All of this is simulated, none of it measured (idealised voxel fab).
Process module, titled voxel self aligned vias
Square cells of 5 nm make up the cross-section cut, whose width is 275 nm.
A cross-section is a grid of square cells, given in bands from the top down. A band is one or more rows of cells.
Per band: top height and bottom height in nm, followed by the left-to-right materials and their widths in nm; "edge to edge" marks a single material spanning edge to edge, "blank" marks empty space.
Heads up on the height convention: 0 is the point under which the incoming wafer is all one material, and the lowest band has no bottom, it just keeps going down, like "0 -> down".
Quick explanation for "30 to 40": the width changes in equal steps down the rows of cells, from the first number in the band's top row to the second number in its bottom row.
No cell of the cross-section changed in a step that is given as "no change".
"Enclosed void list": empty spaces of 8 cells or more with no open way to the top, each given as width x height at distance, distance from the left edge, all in nm.
Read whatever lies past the settings on a step's line as the simulator's own remark about the step.
overlay nm: mask offset rightward from planned place, masked step; negative means leftward offset.
Process steps (planned):
- 1: op RECEIVE | material Si
- 2: op CONFORMAL_DEP | material SiO2 | thk nm 15
- 3: op CONFORMAL_DEP | material SiCN | thk nm 5
- 4: op DIRECTIONAL_DEP | material SiO2 | thk nm 25
- 5: op PATTERN | tone open | mask id LINES | material resist | width nm 25 | pitch nm 75 | thk nm 15 | overlay nm 0
- 6: op DIRECTIONAL_ETCH | etch materials SiO2 | depth nm 25
- 7: op STRIP | etch materials resist
- 8: op CONFORMAL_DEP | material TiN | thk nm 5
- 9: op FILL_DEP | material Ru | thk nm 10
- 10: op CMP | height nm 45
- 11: op SELECTIVE_ETCH | etch materials W Ru TiN | depth nm 10
- 12: op FILL_DEP | material SiN | thk nm 5
- 13: op CMP | height nm 45
- 14: op DIRECTIONAL_DEP | material SiO2 | thk nm 15
- 15: op PATTERN | tone open | mask id VIAS | material resist | width nm 45 | pitch nm 150 | thk nm 20 | overlay nm 0
- 16: op DIRECTIONAL_ETCH | etch materials SiO2 | depth nm 15
- 17: op DIRECTIONAL_ETCH | etch materials SiN | depth nm 10
- 18: op STRIP | etch materials resist
- 19: op CONFORMAL_DEP | material TiN | thk nm 5
- 20: op FILL_DEP | material W | thk nm 5
- 21: op CMP | height nm 60
- 22: op CONFORMAL_DEP | material SiN | thk nm 5
Here's what the wafer looked like in cross-section when it arrived - that's after step 1:
  0 -> down  Si edge to edge
  Enclosed void list: none
Cross-section, first of two wafers, end of module, run as planned:
  65 -> 60  SiN edge to edge
  60 -> 50  SiO2: 40, then TiN: 5, then W: 35, then TiN: 5, then SiO2: 105, then TiN: 5, then W: 35, then TiN: 5, then SiO2: 40
  50 -> 45  SiO2: 40, then TiN: 15, then W: 15, then TiN: 15, then SiO2: 105, then TiN: 15, then W: 15, then TiN: 15, then SiO2: 40
  45 -> 40  SiO2: 50, then TiN: 5, then W: 15, then TiN: 5, then SiO2: 50, then SiN: 25, then SiO2: 50, then TiN: 5, then W: 15, then TiN: 5, then SiO2: 50
  40 -> 35  SiO2: 50, then TiN: 25, then SiO2: 50, then SiN: 25, then SiO2: 50, then TiN: 25, then SiO2: 50
  35 -> 25  SiO2: 50, then TiN: 5, then Ru: 15, then TiN: 5, then SiO2: 50, then TiN: 5, then Ru: 15, then TiN: 5, then SiO2: 50, then TiN: 5, then Ru: 15, then TiN: 5, then SiO2: 50
  25 -> 20  SiO2: 50, then TiN: 25, then SiO2: 50, then TiN: 25, then SiO2: 50, then TiN: 25, then SiO2: 50
  20 -> 15  SiCN edge to edge
  15 -> 0  SiO2 edge to edge
  0 -> down  Si edge to edge
  Enclosed void list: none
Cross-section, second wafer: same start as the first, same plan as the first, one mistake in running it; taken at the end of the module:
  65 -> 60  SiN edge to edge
  60 -> 45  Ru edge to edge
  45 -> 35  SiO2: 50, then SiN: 25, then SiO2: 50, then SiN: 25, then SiO2: 50, then SiN: 25, then SiO2: 50
  35 -> 25  SiO2: 50, then TiN: 5, then Ru: 15, then TiN: 5, then SiO2: 50, then TiN: 5, then Ru: 15, then TiN: 5, then SiO2: 50, then TiN: 5, then Ru: 15, then TiN: 5, then SiO2: 50
  25 -> 20  SiO2: 50, then TiN: 25, then SiO2: 50, then TiN: 25, then SiO2: 50, then TiN: 25, then SiO2: 50
  20 -> 15  SiCN edge to edge
  15 -> 0  SiO2 edge to edge
  0 -> down  Si edge to edge
  Enclosed void list: none
What went wrong in running the wafer? not per plan at step 14, really ran op DIRECTIONAL_DEP | material Ru | thk nm 15
Upon completion, the second wafer contains, in terms of cells, a greater or smaller amount of certain materials than the first wafer: +165 Ru; +20 SiN; -111 SiO2; -34 TiN; -40 W
